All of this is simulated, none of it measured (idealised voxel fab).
The process module that follows is named voxel tone inversion.
Square cells of 5 nm make up the cross-section cut, whose width is 165 nm.
Notation: cross-section as square-cell grid; stated in bands, top first, going down; one or more cell rows per band. Basically the band line says how high the top is and how high the bottom is, in nm, and then what's in it from left to right, every material with its width in nm. Empty space shows up as "blank", and if a single material carries "full width" it runs the full band edge to edge. Heights from 0 (as-received wafer is one material below). Bottom band endless downward, as "z 0 and below". When a width is written as two numbers, as in "30 to 40", the first number is the width in the top row of cells of the band and the second is the width in its bottom row, and the width changes by the same amount from each row to the next. Take "no change" at face value: in the step it is given for, the cross-section changed in none of its cells. Any empty space of 8 cells or more lacking an open way to the top shows up in "Closed void list" as width x height at distance, distance from the left edge, in nm. What comes after the settings on a step's line is commentary from the simulator itself on that step. overlay nm: for a step with a mask, the amount by which the mask lay right of where it was planned; a negative amount means left of it.

# Here's what the planned process steps look like
step 1: op RECEIVE | material Si
step 2: op CONFORMAL_DEP | material SiN | thk nm 5
step 3: op DIRECTIONAL_DEP | material polySi | thk nm 20
step 4: op PATTERN | tone cover | mask id POSTS | material resist | width nm 20 | pitch nm 35 | thk nm 25 | overlay nm 0
step 5: op DIRECTIONAL_ETCH | etch materials polySi | depth nm 20
step 6: op STRIP | etch materials resist
step 7: op FILL_DEP | material lowk | thk nm 10
step 8: op CMP | height nm 25
step 9: op STRIP | etch materials polySi

# Cross-section of the incoming wafer, state after step 1
- z 0 and below: Si full width
- Closed void list: none

# Post-module cross-section of the first of two wafers (run per plan)
- z 25 to 5: lowk=20; blank=20; lowk=15; blank=20; lowk=15; blank=20; lowk=15; blank=20; lowk=20
- z 5 to 0: SiN full width
- z 0 and below: Si full width
- Closed void list: none

# Cross-section of the latter of the two wafers at module completion. It had an identical start and an identical plan to the former; in running it, one mistake was made
- z 25 to 5: lowk=25; blank=20; lowk=15; blank=20; lowk=15; blank=20; lowk=15; blank=20; lowk=15
- z 5 to 0: SiN full width
- z 0 and below: Si full width
- Closed void list: none
Diagnosis: note that step 4 departed from the planned setting and was carried out as op PATTERN | tone cover | mask id POSTS | material resist | width nm 20 | pitch nm 35 | thk nm 25 | overlay nm 5
The concluding comparison shows that, measured in cells, each material is equally abundant on both wafers, albeit at different positions.
